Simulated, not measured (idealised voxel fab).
You're looking at the process module voxel self aligned vias.
The cross-section shown here is cut; it is 265 nm wide and divided into square cells measuring 5 nm on a side.
Think of the cross-section as a grid of square cells. We describe it in bands, top to bottom, and each band covers one or more rows of those cells.
Band: top and bottom heights (nm) first, top before bottom; then materials from left to right, widths in nm. "throughout" marks a sole material filling the band edge to edge. "air" denotes empty space.
Heads up on the height convention: 0 is the point under which the incoming wafer is all one material, and the lowest band has no bottom, it just keeps going down, like "top 0, no bottom".
The width entry "30..40" should be interpreted row by row: the top row of cells in the band takes the first number, the bottom row takes the second number, and the change between adjacent rows is uniform throughout.
What does "same as before" mean for a step? It means no cell of the cross-section changed in that step.
If an empty space has no open way to the top and is at least 8 cells in size, "Voids lacking openings" lists it, written width x height at distance, where distance is measured from the left edge and every value is in nm.
The remark found on a step's line after its settings is issued by the simulator itself and pertains to that step.
A step line may carry the setting "overlay nm", which, for steps involving a mask, states the distance by which the mask lay to the right of its intended position; negative values denote displacement to the left.

## Planned process steps
| 1 | RECEIVE | material Si |
| 2 | CONFORMAL_DEP | material SiO2 | thk nm 10 |
| 3 | CONFORMAL_DEP | material SiCN | thk nm 5 |
| 4 | DIRECTIONAL_DEP | material lowk | thk nm 25 |
| 5 | MASKED_ETCH | tone open | mask id LINES | width nm 25 | pitch nm 65 | etch materials lowk | depth nm 25 | overlay nm 0 |
| 6 | CONFORMAL_DEP | material TiN | thk nm 5 |
| 7 | FILL_DEP | material W | thk nm 5 |
| 8 | CMP | height nm 40 |
| 9 | SELECTIVE_ETCH | etch materials W Ru TiN | depth nm 10 |
| 10 | FILL_DEP | material SiN | thk nm 10 |
| 11 | CMP | height nm 40 |
| 12 | DIRECTIONAL_DEP | material lowk | thk nm 15 |
| 13 | DIRECTIONAL_DEP | material aC | thk nm 15 |
| 14 | PATTERN | tone open | mask id VIAS | material resist | width nm 35 | pitch nm 130 | thk nm 30 | overlay nm 0 |
| 15 | DIRECTIONAL_ETCH | etch materials aC | depth nm 15 |
| 16 | STRIP | etch materials resist |
| 17 | DIRECTIONAL_ETCH | etch materials lowk | depth nm 15 |
| 18 | DIRECTIONAL_ETCH | etch materials SiN | depth nm 10 |
| 19 | STRIP | etch materials aC |
| 20 | CONFORMAL_DEP | material TiN | thk nm 5 |
| 21 | FILL_DEP | material Cu | thk nm 5 |
| 22 | CMP | height nm 55 |
| 23 | CONFORMAL_DEP | material SiCN | thk nm 5 |

## Shown in cross-section is the wafer as received, that is, as it stands after step 1
    top 0, no bottom  Si throughout
    Voids lacking openings: none

## Below is the wafer in cross-section after the module was completed. It began from the starting point shown above and followed the plan shown above, except that one mistake was made while running it
    top 60, bottom 55  SiCN throughout
    top 55, bottom 45  lowk: 50; TiN: 5; Cu: 30; TiN: 5; lowk: 90; TiN: 5; Cu: 30; TiN: 5; lowk: 45
    top 45, bottom 40  lowk: 50; TiN: 10; Cu: 15; TiN: 15; lowk: 90; TiN: 10; Cu: 15; TiN: 15; lowk: 45
    top 40, bottom 35  lowk: 55; TiN: 5; Cu: 15; TiN: 5; lowk: 40; SiN: 25; lowk: 40; TiN: 5; Cu: 15; TiN: 5; lowk: 55
    top 35, bottom 30  lowk: 55; TiN: 25; lowk: 40; SiN: 25; lowk: 40; TiN: 25; lowk: 55
    top 30, bottom 20  lowk: 55; TiN: 5; W: 15; TiN: 5; lowk: 40; TiN: 5; W: 15; TiN: 5; lowk: 40; TiN: 5; W: 15; TiN: 5; lowk: 55
    top 20, bottom 15  lowk: 55; TiN: 25; lowk: 40; TiN: 25; lowk: 40; TiN: 25; lowk: 55
    top 15, bottom 10  SiCN throughout
    top 10, bottom 0  SiO2 throughout
    top 0, no bottom  Si throughout
    Voids lacking openings: none
Plan not followed: step 14 went in with a setting other than planned; the actual run was PATTERN | tone open | mask id VIAS | material resist | width nm 40 | pitch nm 130 | thk nm 30 | overlay nm 0
